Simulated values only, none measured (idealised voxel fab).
Process module in this document: voxel fin reveal
Shown is cross-section cut, with a width of 250 nm and square cells of size 5 nm.
Bands, listed from the top down, are how a cross-section gets written in this document; the cross-section itself is a grid of square cells, and a band is one or more rows of them.
Quick guide to a band line: top height, bottom height (nm) up front; then every material left to right with its width in nm. Only one material and it's marked "edge to edge"? Then it fills the band edge to edge. And "air" just means empty space.
Height datum 0, below which the as-received substrate wafer is one material. Lowest band open at the bottom, running downward: "0..down".
With a width like "30->40", each row of cells in the band differs from the next by the same amount, the top row carrying the first number and the bottom row the second.
"no alterations made" (step): cross-section cells unchanged, all of them.
In the "Enclosed internal cavities" entry, you get each enclosed empty space of 8 cells or more, one with no open way to the top, written width x height at distance, distance from the left edge, in nm.
after a step's settings: what the simulator itself notes on the step
Regarding "overlay nm": on a step with a mask, it is the distance the mask lay to the right of its planned place; a negative value places it to the left.

This section lists the process steps that were planned
1 RECEIVE with material Si
2 CONFORMAL_DEP with material SiN, thk nm 5
3 PATTERN with tone cover, mask id FINS, material resist, width nm 15, pitch nm 45, thk nm 20, overlay nm 0
4 DIRECTIONAL_ETCH with etch materials SiN, depth nm 5
5 DIRECTIONAL_ETCH with etch materials Si, depth nm 35
6 STRIP with etch materials resist
7 FILL_DEP with material SiO2, thk nm 5
8 CMP with height nm 5
9 SELECTIVE_ETCH with etch materials SiO2, depth nm 15
10 STRIP with etch materials SiN
11 CONFORMAL_DEP with material HfO2, thk nm 5

As received, after step 1
- 0..down  Si edge to edge
- Enclosed internal cavities: none

The module was run from the start shown above using the plan shown above, but one mistake was made doing it; the resulting wafer cross-section is below
- 5..0  air=45, HfO2=30, air=15, HfO2=30, air=15, HfO2=30, air=15, HfO2=30, air=40
- 0..-5  air=45, HfO2=5, Si=20, HfO2=5, air=15, HfO2=5, Si=20, HfO2=5, air=15, HfO2=5, Si=20, HfO2=5, air=15, HfO2=5, Si=20, HfO2=5, air=40
- -5..-10  HfO2=50, Si=20, HfO2=25, Si=20, HfO2=25, Si=20, HfO2=25, Si=20, HfO2=45
- -10..-35  SiO2=50, Si=20, SiO2=25, Si=20, SiO2=25, Si=20, SiO2=25, Si=20, SiO2=45
- -35..down  Si edge to edge
- Enclosed internal cavities: none
Here's what went sideways: rather than as planned, step 3 actually ran as PATTERN with tone cover, mask id FINS, material resist, width nm 20, pitch nm 45, thk nm 20, overlay nm 0
